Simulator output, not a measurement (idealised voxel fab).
The name of this process module is voxel self aligned contacts.
210 nm wide, 5 nm square cells: that's cross-section cut.
A cross-section is a grid of square cells, given in bands from the top down. A band is one or more rows of cells. Heads up on the band format: heights come first, top then bottom, in nm. After that it's the materials left to right, each with its width in nm. A single material flagged "everywhere" fills the whole band edge to edge, and "empty" means there's empty space there. Heights are measured from 0, the level below which the as-received wafer is all one material; the lowest band has no bottom and continues downward, written as in "0..down". The notation "30->40" denotes a width that varies across the rows of cells in the band, beginning at the first number in the top row, finishing at the second number in the bottom row, and changing by an identical amount from each row to the next. Where a step carries "changes: none", the cross-section came out of it unchanged, cell for cell. Closed-off voids: empty space of 8 cells or more with no open way to the top, each as width x height at its distance from the left edge, in nm. Heads up: the bit after the settings on a step's line is the simulator's remark on that step. You can add "overlay nm" to a step's line. For a step with a mask, it describes how far the mask lay to the right of its planned position, and a negative number describes a lay to the left.

Listed below are the process steps as planned:
1 RECEIVE | material Si
2 CONFORMAL_DEP | material SiO2 | thk nm 5
3 DIRECTIONAL_DEP | material polySi | thk nm 20
4 DIRECTIONAL_DEP | material SiN | thk nm 15
5 DIRECTIONAL_DEP | material aC | thk nm 15
6 PATTERN | tone cover | mask id GATE | material resist | width nm 30 | pitch nm 55 | thk nm 30 | overlay nm 0
7 DIRECTIONAL_ETCH | etch materials aC | depth nm 15
8 STRIP | etch materials resist
9 DIRECTIONAL_ETCH | etch materials SiN | depth nm 15
10 DIRECTIONAL_ETCH | etch materials polySi | depth nm 20
11 STRIP | etch materials aC
12 CONFORMAL_DEP | material SiN | thk nm 5
13 DIRECTIONAL_ETCH | etch materials SiN | depth nm 5
14 FILL_DEP | material SiO2 | thk nm 20
15 CMP | height nm 50
16 DIRECTIONAL_DEP | material aC | thk nm 10
17 PATTERN | tone open | mask id CONTACT | material resist | width nm 35 | thk nm 30 | overlay nm 0
18 DIRECTIONAL_ETCH | etch materials aC | depth nm 10
19 STRIP | etch materials resist
20 DIRECTIONAL_ETCH | etch materials SiO2 | depth nm 50
21 STRIP | etch materials aC
22 CONFORMAL_DEP | material TiN | thk nm 5
23 FILL_DEP | material W | thk nm 10
24 CMP | height nm 50
25 CONFORMAL_DEP | material SiN | thk nm 5
For this document, wafers share an identical start and vary in the step 2 thk nm; the plan quotes the first wafer's value.

This is how the first of several wafers looked in cross-section when it arrived, which is after step 1:
  0..down = Si everywhere
  Closed-off voids: none

Cross-section, first of several wafers, end of module, after last step 25:
  55..50 = SiN everywhere
  50..40 = 85 of SiO2 | 5->15 of TiN | 25->5 of W | 5->15 of TiN | 90 of SiO2
  40..25 = 55 of SiO2 | 40 of SiN | 5 of TiN | 5 of W | 5 of TiN | 40 of SiN | 60 of SiO2
  25..5 = 55 of SiO2 | 5 of SiN | 30 of polySi | 5 of SiN | 5 of TiN | 5 of W | 5 of TiN | 5 of SiN | 30 of polySi | 5 of SiN | 60 of SiO2
  5..0 = 95 of SiO2 | 15 of TiN | 100 of SiO2
  0..down = Si everywhere
  Closed-off voids: none

End of module, last wafer sectioned:
  55..50 = SiN everywhere
  50..40 = 55 of SiO2 | 40 of SiN | 5 of TiN | 5 of W | 5 of TiN | 40 of SiN | 60 of SiO2
  40..20 = 55 of SiO2 | 5 of SiN | 30 of polySi | 5 of SiN | 5 of TiN | 5 of W | 5 of TiN | 5 of SiN | 30 of polySi | 5 of SiN | 60 of SiO2
  20..5 = 95 of SiO2 | 5 of TiN | 5 of W | 5 of TiN | 100 of SiO2
  5..0 = 95 of SiO2 | 15 of TiN | 100 of SiO2
  0..down = Si everywhere
  Closed-off voids: none

Quick key for the table: a row per wafer, taken at the end of the module. For each material it tells you how many cells the wafer gained (+) or lost (-) since it came in, and the closed voids come after:
thk nm 5, +106 SiN, +270 SiO2, +25 TiN, +13 W, +48 polySi, Closed-off voids: none
thk nm 10, +106 SiN, +274 SiO2, +25 TiN, +9 W, +48 polySi, Closed-off voids: none
thk nm 15, +106 SiN, +278 SiO2, +21 TiN, +9 W, +48 polySi, Closed-off voids: none
thk nm 20, +90 SiN, +294 SiO2, +21 TiN, +9 W, +48 polySi, Closed-off voids: none
